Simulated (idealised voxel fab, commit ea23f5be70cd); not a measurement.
Documented hereafter: the process module known as voxel wiring stack.
160 nm wide, 5 nm square cells: that's cross-section cut.
We lay out every cross-section as a grid of square cells and spell it out in bands from the top down, where one band means one or more rows of cells.
For a band, the entry starts with two heights in nm, that of the top and then that of the bottom, and carries on with the band's materials in order from left to right, each alongside its width in nm; the word "full width" beside a single material means it fills the band edge to edge, and "air" means empty space.
Heights are measured from 0, the level below which the as-received wafer is all one material; the lowest band has no bottom and continues downward, written as in "0 -> down".
With a width like "30..40", each row of cells in the band differs from the next by the same amount, the top row carrying the first number and the bottom row the second.
Key: "nothing changed" - step with no changed cell in the cross-section.
Voids not open to the top, 8 cells minimum: see "Sealed void list". Written width x height at distance; distance is from the left edge; nm.
On a step's line, text after the settings is the simulator commenting on that step.
"overlay nm" on a masked step: distance the mask lay right of its planned place, negative for left.

### Set out below are the planned steps of the process
1. RECEIVE with material Si
2. CONFORMAL_DEP with material SiO2, thk nm 10
3. CONFORMAL_DEP with material SiN, thk nm 5
4. DIRECTIONAL_DEP with material SiO2, thk nm 20
5. DIRECTIONAL_DEP with material aC, thk nm 15
6. PATTERN with tone open, mask id METAL_1, material resist, width nm 25, pitch nm 45, thk nm 30, overlay nm 0
7. DIRECTIONAL_ETCH with etch materials aC, depth nm 15
8. STRIP with etch materials resist
9. DIRECTIONAL_ETCH with etch materials SiO2, depth nm 20
10. DIRECTIONAL_ETCH with etch materials SiN, depth nm 5
11. STRIP with etch materials aC
12. CONFORMAL_DEP with material TiN, thk nm 5
13. FILL_DEP with material Ru, thk nm 5
14. CMP with height nm 35
15. CONFORMAL_DEP with material SiCN, thk nm 5
16. DIRECTIONAL_DEP with material lowk, thk nm 20
17. DIRECTIONAL_DEP with material aC, thk nm 10
18. PATTERN with tone open, mask id PLUG_1, material resist, width nm 15, thk nm 30, overlay nm 0
19. DIRECTIONAL_ETCH with etch materials aC, depth nm 10
20. STRIP with etch materials resist
21. DIRECTIONAL_ETCH with etch materials lowk, depth nm 20
22. DIRECTIONAL_ETCH with etch materials SiCN, depth nm 5
23. STRIP with etch materials aC
24. EPI with material Ru, thk nm 10
25. EPI with material Ru, thk nm 10
26. EPI with material Ru, thk nm 5
27. DIRECTIONAL_DEP with material TiN, thk nm 5
28. DIRECTIONAL_DEP with material Ru, thk nm 20
29. MASKED_ETCH with tone cover, mask id METAL_2, width nm 25, pitch nm 45, etch materials Ru, depth nm 20, overlay nm 0
30. MASKED_ETCH with tone cover, mask id METAL_2, width nm 25, pitch nm 45, etch materials TiN, depth nm 5, overlay nm 0
31. FILL_DEP with material SiO2, thk nm 10
32. CMP with height nm 85
33. CONFORMAL_DEP with material SiCN, thk nm 5
34. DIRECTIONAL_DEP with material lowk, thk nm 35
35. DIRECTIONAL_DEP with material aC, thk nm 15
36. PATTERN with tone open, mask id METAL_3_HOLES, material resist, width nm 15, thk nm 35, overlay nm 0
37. DIRECTIONAL_ETCH with etch materials aC, depth nm 15
38. STRIP with etch materials resist
39. DIRECTIONAL_ETCH with etch materials lowk, depth nm 35
40. STRIP with etch materials aC
41. PATTERN with tone open, mask id METAL_3, material resist, width nm 25, pitch nm 45, thk nm 20, overlay nm 0
42. DIRECTIONAL_ETCH with etch materials lowk, depth nm 20
43. DIRECTIONAL_ETCH with etch materials SiCN, depth nm 5
44. STRIP with etch materials resist
45. CONFORMAL_DEP with material TiN, thk nm 5
46. FILL_DEP with material Cu, thk nm 10
47. CMP with height nm 125
48. CONFORMAL_DEP with material SiCN, thk nm 5

### Delivered wafer in cross-section: state after step 1
> 0 -> down: Si full width
> Sealed void list: none

### The module was run from the start shown above using the plan shown above, but one mistake was made doing it; the resulting wafer cross-section is below
> 130 -> 125: SiCN full width
> 125 -> 110: 55 nm Cu  5 nm TiN  10 nm lowk  5 nm TiN  10 nm Cu  5 nm TiN  25 nm lowk  5 nm TiN  40 nm Cu
> 110 -> 105: 50 nm TiN  5 nm Cu  5 nm TiN  10 nm lowk  20 nm TiN  25 nm lowk  45 nm TiN
> 105 -> 95: 45 nm lowk  5 nm TiN  5 nm Cu  5 nm TiN  100 nm lowk
> 95 -> 90: 45 nm lowk  15 nm TiN  100 nm lowk
> 90 -> 85: SiCN full width
> 85 -> 65: 45 nm SiO2  25 nm Ru  20 nm SiO2  25 nm Ru  45 nm SiO2
> 65 -> 60: 45 nm SiO2  25 nm TiN  20 nm SiO2  25 nm TiN  45 nm SiO2
> 60 -> 40: 45 nm lowk  15 nm Ru  100 nm lowk
> 40 -> 35: 45 nm SiCN  15 nm Ru  100 nm SiCN
> 35 -> 15: 45 nm SiO2  5 nm TiN  15 nm Ru  5 nm TiN  20 nm SiO2  5 nm TiN  15 nm Ru  5 nm TiN  45 nm SiO2
> 15 -> 10: 45 nm SiN  25 nm TiN  20 nm SiN  25 nm TiN  45 nm SiN
> 10 -> 0: SiO2 full width
> 0 -> down: Si full width
> Sealed void list: none
What went wrong in running the wafer? note that step 41 departed from the planned setting and was carried out as PATTERN with tone cover, mask id METAL_3, material resist, width nm 25, pitch nm 45, thk nm 20, overlay nm 0
